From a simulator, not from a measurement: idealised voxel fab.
The following is a process module called voxel trench capacitor.
Section cut is 295 nm wide and gridded with 5 nm square cells.
When this document writes out a cross-section, it uses a grid of square cells and lists it as bands, beginning at the top and moving down, with a band standing for one or more rows of cells. It is stipulated that each band's entry specify, in nanometres, the height of the top of the band and then that of its bottom, followed by the materials of the band in left-to-right sequence, each together with its width in nanometres. A single material marked by the word "full width" is understood to fill the band from edge to edge; the word "empty" is understood to denote empty space. All heights in this document are referenced to 0, defined as the level beneath which the wafer, as received, consists entirely of one material. The lowest band is not bounded below; it extends indefinitely downward and is written in the form "0 nm and below". Graded width ("30..40"): value in top row of band = first number; value in bottom row = second number; row-to-row change constant. It should be understood that the words "changes: none", when stated for a given step, signify that the cross-section underwent no change in any of its cells during that step. "Sealed void list": sealed empty spaces, 8 cells or more, no open way to top, listed width x height at distance, with distance from the left edge and width, height and distance in nm. after a step's settings: what the simulator itself notes on the step. The "overlay nm" setting may appear on a step's line; for a step that uses a mask, it gives how far to the right of its planned position the mask lay, and a negative value indicates the left.
Planned process steps
1: RECEIVE [material Si]
2: CONFORMAL_DEP [material SiN] [thk nm 10]
3: DIRECTIONAL_DEP [material aC] [thk nm 10]
4: PATTERN [tone open] [mask id TRENCH] [material resist] [width nm 25] [pitch nm 45] [thk nm 30] [overlay nm 0]
5: DIRECTIONAL_ETCH [etch materials aC] [depth nm 10]
6: STRIP [etch materials resist]
7: DIRECTIONAL_ETCH [etch materials SiN] [depth nm 10]
8: DIRECTIONAL_ETCH [etch materials Si] [depth nm 30]
9: STRIP [etch materials aC]
10: CONFORMAL_DEP [material Al2O3] [thk nm 5]
11: FILL_DEP [material polySi] [thk nm 5]
12: CMP [height nm 10]
The cross-section here shows the wafer as received, i.e. in its state after step 1
* 0 nm and below: Si full width
* Sealed void list: none
Final wafer profile in cross-section after the module, from the same start and plan as above, with one mistake made during processing
* 10 nm to 0 nm: 65 SiN / 5 Al2O3 / 15 polySi / 5 Al2O3 / 20 SiN / 5 Al2O3 / 15 polySi / 5 Al2O3 / 20 SiN / 5 Al2O3 / 15 polySi / 5 Al2O3 / 20 SiN / 5 Al2O3 / 15 polySi / 5 Al2O3 / 70 SiN
* 0 nm to -55 nm: 65 Si / 5 Al2O3 / 15 polySi / 5 Al2O3 / 20 Si / 5 Al2O3 / 15 polySi / 5 Al2O3 / 20 Si / 5 Al2O3 / 15 polySi / 5 Al2O3 / 20 Si / 5 Al2O3 / 15 polySi / 5 Al2O3 / 70 Si
* -55 nm to -60 nm: 65 Si / 25 Al2O3 / 20 Si / 25 Al2O3 / 20 Si / 25 Al2O3 / 20 Si / 25 Al2O3 / 70 Si
* -60 nm and below: Si full width
* Sealed void list: none
Which mistake was made when the wafer was run? step 8, plan: ran twice
